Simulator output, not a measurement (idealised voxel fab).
Title: Process Module voxel ribs on slabs
Cross-sectional view cut (width: 160 nm; square cell size: 5 nm).
Each cross-section below is a grid of square cells, stated as bands in top-down order, with one or more rows of cells making up each band.
What a band's entry tells you: where the top is and where the bottom is, as heights in nm, and after that what lies inside, material by material from left to right, each with its width in nm. Empty space is written as the word "empty", and a single material marked with the word "full width" occupies the band from edge to edge.
Counting heights begins at 0, where everything beneath is, in the wafer as received, one material. The lowest band has no bottom; it goes on downwards, as "0 and below" shows.
It should be noted that a width expressed as "30 to 40" varies in equal increments from row to row of cells within the band, taking the value of the first number at the top row and that of the second number at the bottom row.
"all unchanged", as given for a step, is the statement that not any cell of the cross-section underwent a change during that step.
Heads up: "Closed-off voids" only lists the empty pockets with no open path to the top that are 8 cells or more, and it writes them as width x height at distance, distance from the left edge, in nm.
Where a step's line continues beyond its settings, the continuation is a remark by the simulator itself on that step.
What "overlay nm" on a step's line means: if the step has a mask, that mask lay this far to the right of its planned place, or, when the value is negative, to the left.

[Planned step list for the process]
- 1: RECEIVE | material Si
- 2: DIRECTIONAL_DEP | material SiO2 | thk nm 25
- 3: DIRECTIONAL_DEP | material SiN | thk nm 20
- 4: DIRECTIONAL_DEP | material aC | thk nm 10
- 5: PATTERN | tone cover | mask id RIB | material resist | width nm 30 | thk nm 30 | overlay nm 0
- 6: DIRECTIONAL_ETCH | etch materials aC | depth nm 10
- 7: STRIP | etch materials resist
- 8: DIRECTIONAL_ETCH | etch materials SiN | depth nm 10
- 9: STRIP | etch materials aC
- 10: DIRECTIONAL_DEP | material aC | thk nm 15
- 11: PATTERN | tone cover | mask id SLAB | material resist | width nm 90 | thk nm 30 | overlay nm 0
- 12: DIRECTIONAL_ETCH | etch materials aC | depth nm 15
- 13: STRIP | etch materials resist
- 14: DIRECTIONAL_ETCH | etch materials SiN | depth nm 10
- 15: STRIP | etch materials aC
- 16: FILL_DEP | material SiO2 | thk nm 25
- 17: CMP | height nm 65
- 18: DIRECTIONAL_DEP | material TiN | thk nm 5
- 19: DIRECTIONAL_DEP | material aC | thk nm 15
- 20: PATTERN | tone cover | mask id HEATER | material resist | width nm 40 | thk nm 30 | overlay nm 0
- 21: DIRECTIONAL_ETCH | etch materials aC | depth nm 15
- 22: STRIP | etch materials resist
- 23: DIRECTIONAL_ETCH | etch materials TiN | depth nm 5
- 24: STRIP | etch materials aC
- 25: CONFORMAL_DEP | material SiN | thk nm 5

[Shown in cross-section is the wafer as received, that is, as it stands after step 1]
> 0 and below = Si full width
> Closed-off voids: none

[Cross-sectional result after module completion. Note: starting condition and plan are unchanged from above; one processing mistake was made]
> 75 down to 70 = empty=55; SiN=50; empty=55
> 70 down to 65 = SiN=60; TiN=40; SiN=60
> 65 down to 45 = SiO2 full width
> 45 down to 35 = SiO2=65; SiN=30; SiO2=65
> 35 down to 25 = SiO2=40; SiN=80; SiO2=40
> 25 down to 0 = SiO2 full width
> 0 and below = Si full width
> Closed-off voids: none
What broke from the plan during processing? in deviation from the planned setting, step 11 was conducted as PATTERN | tone cover | mask id SLAB | material resist | width nm 80 | thk nm 30 | overlay nm 0
